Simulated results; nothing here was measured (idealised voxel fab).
The document below concerns the process module designated voxel self aligned vias.
In the cross-section labelled cut, the width is 175 nm and each square cell is 5 nm.
Notation: cross-section as square-cell grid; stated in bands, top first, going down; one or more cell rows per band.
Quick guide to a band line: top height, bottom height (nm) up front; then every material left to right with its width in nm. Only one material and it's marked "all across"? Then it fills the band edge to edge. And "air" just means empty space.
Heads up on the height convention: 0 is the point under which the incoming wafer is all one material, and the lowest band has no bottom, it just keeps going down, like "top 0, no bottom".
Width spec "30..40" -> top row of cells at first value, bottom row at second value, equal per-row change in between.
"everything unchanged" means the step left every cell of the cross-section as it was.
"Closed void list": sealed empty spaces, 8 cells or more, no open way to top, listed width x height at distance, with distance from the left edge and width, height and distance in nm.
If you see something after the settings on a step's line, that's the simulator's own remark about that step.
If you see "overlay nm" on a step's line and that step has a mask, it's telling you how far right of where it was planned the mask ended up; a negative number means it went left instead.

## Here's what the planned process steps look like
| 1 | RECEIVE, material Si |
| 2 | CONFORMAL_DEP, material SiO2, thk nm 10 |
| 3 | CONFORMAL_DEP, material SiCN, thk nm 5 |
| 4 | DIRECTIONAL_DEP, material SiO2, thk nm 25 |
| 5 | MASKED_ETCH, tone open, mask id LINES, width nm 25, pitch nm 55, etch materials SiO2, depth nm 25, overlay nm 0 |
| 6 | CONFORMAL_DEP, material TiN, thk nm 5 |
| 7 | FILL_DEP, material W, thk nm 5 |
| 8 | CMP, height nm 40 |
| 9 | SELECTIVE_ETCH, etch materials W Ru TiN, depth nm 5 |
| 10 | FILL_DEP, material SiN, thk nm 5 |
| 11 | CMP, height nm 40 |
| 12 | DIRECTIONAL_DEP, material SiO2, thk nm 15 |
| 13 | DIRECTIONAL_DEP, material aC, thk nm 10 |
| 14 | PATTERN, tone open, mask id VIAS, material resist, width nm 35, pitch nm 55, thk nm 25, overlay nm 0 |
| 15 | DIRECTIONAL_ETCH, etch materials aC, depth nm 10 |
| 16 | STRIP, etch materials resist |
| 17 | DIRECTIONAL_ETCH, etch materials SiO2, depth nm 15 |
| 18 | DIRECTIONAL_ETCH, etch materials SiN, depth nm 5 |
| 19 | STRIP, etch materials aC |
| 20 | CONFORMAL_DEP, material TiN, thk nm 5 |
| 21 | FILL_DEP, material Ru, thk nm 5 |
| 22 | CMP, height nm 55 |
| 23 | CONFORMAL_DEP, material SiN, thk nm 5 |

## So, the first of our two wafers, run just as we planned it

## So this is the incoming wafer in cross-section - it's already been through step 1
* top 0, no bottom = Si all across
* Closed void list: none

## The following cross-section depicts the wafer upon completion of step 2
* top 10, bottom 0 = SiO2 all across
* Rest of section, below 0: as before.

## The following cross-section depicts the wafer upon completion of step 3
* top 15, bottom 10 = SiCN all across
* Rest of section, below 10: as before.

## The following cross-section depicts the wafer upon completion of step 4
* top 40, bottom 15 = SiO2 all across
* Rest of section, below 15: as before.

## The following cross-section depicts the wafer upon completion of step 5
* top 40, bottom 15 = SiO2 45 nm | air 25 nm | SiO2 30 nm | air 25 nm | SiO2 50 nm
* Rest of section, below 15: as before.

## The following cross-section depicts the wafer upon completion of step 6
* top 45, bottom 40 = TiN 50 nm | air 15 nm | TiN 40 nm | air 15 nm | TiN 55 nm
* top 40, bottom 20 = SiO2 45 nm | TiN 5 nm | air 15 nm | TiN 5 nm | SiO2 30 nm | TiN 5 nm | air 15 nm | TiN 5 nm | SiO2 50 nm
* top 20, bottom 15 = SiO2 45 nm | TiN 25 nm | SiO2 30 nm | TiN 25 nm | SiO2 50 nm
* Rest of section, below 15: as before.

## The following cross-section depicts the wafer upon completion of step 7
* top 50, bottom 45 = W all across
* top 45, bottom 40 = TiN 50 nm | W 15 nm | TiN 40 nm | W 15 nm | TiN 55 nm
* top 40, bottom 20 = SiO2 45 nm | TiN 5 nm | W 15 nm | TiN 5 nm | SiO2 30 nm | TiN 5 nm | W 15 nm | TiN 5 nm | SiO2 50 nm
* Rest of section, below 20: as before.

## The following cross-section depicts the wafer upon completion of step 8
* top 40, bottom 20 = SiO2 45 nm | TiN 5 nm | W 15 nm | TiN 5 nm | SiO2 30 nm | TiN 5 nm | W 15 nm | TiN 5 nm | SiO2 50 nm
* Rest of section, below 20: as before.

## The following cross-section depicts the wafer upon completion of step 9
* top 40, bottom 35 = SiO2 45 nm | air 25 nm | SiO2 30 nm | air 25 nm | SiO2 50 nm
* Rest of section, below 35: as before.

## The following cross-section depicts the wafer upon completion of step 10
* top 45, bottom 40 = SiN all across
* top 40, bottom 35 = SiO2 45 nm | SiN 25 nm | SiO2 30 nm | SiN 25 nm | SiO2 50 nm
* Rest of section, below 35: as before.

## The following cross-section depicts the wafer upon completion of step 11
* top 40, bottom 35 = SiO2 45 nm | SiN 25 nm | SiO2 30 nm | SiN 25 nm | SiO2 50 nm
* Rest of section, below 35: as before.

## The following cross-section depicts the wafer upon completion of step 12
* top 55, bottom 40 = SiO2 all across
* Rest of section, below 40: as before.

## The following cross-section depicts the wafer upon completion of step 13
* top 65, bottom 55 = aC all across
* Rest of section, below 55: as before.

## The following cross-section depicts the wafer upon completion of step 14
* top 90, bottom 65 = resist 40 nm | air 35 nm | resist 20 nm | air 35 nm | resist 45 nm
* Rest of section, below 65: as before.

## The following cross-section depicts the wafer upon completion of step 15
* top 80, bottom 65 = resist 40 nm | air 35 nm | resist 20 nm | air 35 nm | resist 45 nm
* top 65, bottom 55 = aC 40 nm | air 35 nm | aC 20 nm | air 35 nm | aC 45 nm
* Rest of section, below 55: as before.

## The following cross-section depicts the wafer upon completion of step 16
* top 65, bottom 55 = aC 40 nm | air 35 nm | aC 20 nm | air 35 nm | aC 45 nm
* Rest of section, below 55: as before.

## The following cross-section depicts the wafer upon completion of step 17
* top 65, bottom 55 = aC 40 nm | air 35 nm | aC 20 nm | air 35 nm | aC 45 nm
* top 55, bottom 40 = SiO2 40 nm | air 35 nm | SiO2 20 nm | air 35 nm | SiO2 45 nm
* Rest of section, below 40: as before.

## The following cross-section depicts the wafer upon completion of step 18
* top 65, bottom 55 = aC 40 nm | air 35 nm | aC 20 nm | air 35 nm | aC 45 nm
* top 55, bottom 40 = SiO2 40 nm | air 35 nm | SiO2 20 nm | air 35 nm | SiO2 45 nm
* top 40, bottom 35 = SiO2 45 nm | air 25 nm | SiO2 30 nm | air 25 nm | SiO2 50 nm
* Rest of section, below 35: as before.

## The following cross-section depicts the wafer upon completion of step 19
* top 55, bottom 40 = SiO2 40 nm | air 35 nm | SiO2 20 nm | air 35 nm | SiO2 45 nm
* Rest of section, below 40: as before.

## The following cross-section depicts the wafer upon completion of step 20
* top 60, bottom 55 = TiN 45 nm | air 25 nm | TiN 30 nm | air 25 nm | TiN 50 nm
* top 55, bottom 45 = SiO2 40 nm | TiN 5 nm | air 25 nm | TiN 5 nm | SiO2 20 nm | TiN 5 nm | air 25 nm | TiN 5 nm | SiO2 45 nm
* top 45, bottom 40 = SiO2 40 nm | TiN 10 nm | air 15 nm | TiN 10 nm | SiO2 20 nm | TiN 10 nm | air 15 nm | TiN 10 nm | SiO2 45 nm
* top 40, bottom 35 = SiO2 45 nm | TiN 25 nm | SiO2 30 nm | TiN 25 nm | SiO2 50 nm
* Rest of section, below 35: as before.

## The following cross-section depicts the wafer upon completion of step 21
* top 65, bottom 60 = Ru all across
* top 60, bottom 55 = TiN 45 nm | Ru 25 nm | TiN 30 nm | Ru 25 nm | TiN 50 nm
* top 55, bottom 45 = SiO2 40 nm | TiN 5 nm | Ru 25 nm | TiN 5 nm | SiO2 20 nm | TiN 5 nm | Ru 25 nm | TiN 5 nm | SiO2 45 nm
* top 45, bottom 40 = SiO2 40 nm | TiN 10 nm | Ru 15 nm | TiN 10 nm | SiO2 20 nm | TiN 10 nm | Ru 15 nm | TiN 10 nm | SiO2 45 nm
* Rest of section, below 40: as before.

## The following cross-section depicts the wafer upon completion of step 22
* top 55, bottom 45 = SiO2 40 nm | TiN 5 nm | Ru 25 nm | TiN 5 nm | SiO2 20 nm | TiN 5 nm | Ru 25 nm | TiN 5 nm | SiO2 45 nm
* Rest of section, below 45: as before.

## The following cross-section depicts the wafer upon completion of step 23
* top 60, bottom 55 = SiN all across
* Rest of section, below 55: as before.

## Okay, second wafer. Nothing different at the start, nothing different in the plan, just one mistake somewhere in the running. As far as step 13, counting that step, it's the first wafer all over again

## At the planned end of step 14, the second wafer in cross-section
* top 90, bottom 65 = resist 50 nm | air 35 nm | resist 20 nm | air 35 nm | resist 35 nm
* Rest of section, below 65: as before.

## At the planned end of step 15, the second wafer in cross-section
* top 80, bottom 65 = resist 50 nm | air 35 nm | resist 20 nm | air 35 nm | resist 35 nm
* top 65, bottom 55 = aC 50 nm | air 35 nm | aC 20 nm | air 35 nm | aC 35 nm
* Rest of section, below 55: as before.

## At the planned end of step 16, the second wafer in cross-section
* top 65, bottom 55 = aC 50 nm | air 35 nm | aC 20 nm | air 35 nm | aC 35 nm
* Rest of section, below 55: as before.

## At the planned end of step 17, the second wafer in cross-section
* top 65, bottom 55 = aC 50 nm | air 35 nm | aC 20 nm | air 35 nm | aC 35 nm
* top 55, bottom 40 = SiO2 50 nm | air 35 nm | SiO2 20 nm | air 35 nm | SiO2 35 nm
* Rest of section, below 40: as before.

## At the planned end of step 18, the second wafer in cross-section
* top 65, bottom 55 = aC 50 nm | air 35 nm | aC 20 nm | air 35 nm | aC 35 nm
* top 55, bottom 40 = SiO2 50 nm | air 35 nm | SiO2 20 nm | air 35 nm | SiO2 35 nm
* top 40, bottom 35 = SiO2 45 nm | SiN 5 nm | air 20 nm | SiO2 30 nm | SiN 5 nm | air 20 nm | SiO2 50 nm
* Rest of section, below 35: as before.

## At the planned end of step 19, the second wafer in cross-section
* top 55, bottom 40 = SiO2 50 nm | air 35 nm | SiO2 20 nm | air 35 nm | SiO2 35 nm
* Rest of section, below 40: as before.

## At the planned end of step 20, the second wafer in cross-section
* top 60, bottom 55 = TiN 55 nm | air 25 nm | TiN 30 nm | air 25 nm | TiN 40 nm
* top 55, bottom 45 = SiO2 50 nm | TiN 5 nm | air 25 nm | TiN 5 nm | SiO2 20 nm | TiN 5 nm | air 25 nm | TiN 5 nm | SiO2 35 nm
* top 45, bottom 40 = SiO2 50 nm | TiN 5 nm | air 10 nm | TiN 20 nm | SiO2 20 nm | TiN 5 nm | air 10 nm | TiN 20 nm | SiO2 35 nm
* top 40, bottom 35 = SiO2 45 nm | SiN 5 nm | TiN 20 nm | SiO2 30 nm | SiN 5 nm | TiN 20 nm | SiO2 50 nm
* Rest of section, below 35: as before.

## At the planned end of step 21, the second wafer in cross-section
* top 65, bottom 60 = Ru all across
* top 60, bottom 55 = TiN 55 nm | Ru 25 nm | TiN 30 nm | Ru 25 nm | TiN 40 nm
* top 55, bottom 45 = SiO2 50 nm | TiN 5 nm | Ru 25 nm | TiN 5 nm | SiO2 20 nm | TiN 5 nm | Ru 25 nm | TiN 5 nm | SiO2 35 nm
* top 45, bottom 40 = SiO2 50 nm | TiN 5 nm | Ru 10 nm | TiN 20 nm | SiO2 20 nm | TiN 5 nm | Ru 10 nm | TiN 20 nm | SiO2 35 nm
* Rest of section, below 40: as before.

## At the planned end of step 22, the second wafer in cross-section
* top 55, bottom 45 = SiO2 50 nm | TiN 5 nm | Ru 25 nm | TiN 5 nm | SiO2 20 nm | TiN 5 nm | Ru 25 nm | TiN 5 nm | SiO2 35 nm
* Rest of section, below 45: as before.

## At the planned end of step 23, the second wafer in cross-section
* top 60, bottom 55 = SiN all across
* Rest of section, below 55: as before.
Short version of what went wrong: step 14 did not happen as planned, as run it was PATTERN, tone open, mask id VIAS, material resist, width nm 35, pitch nm 55, thk nm 25, overlay nm 10
The final cell counts differ between the wafers, with the second having more or fewer of some materials than the first: Ru: 2 fewer, SiN: 2 more
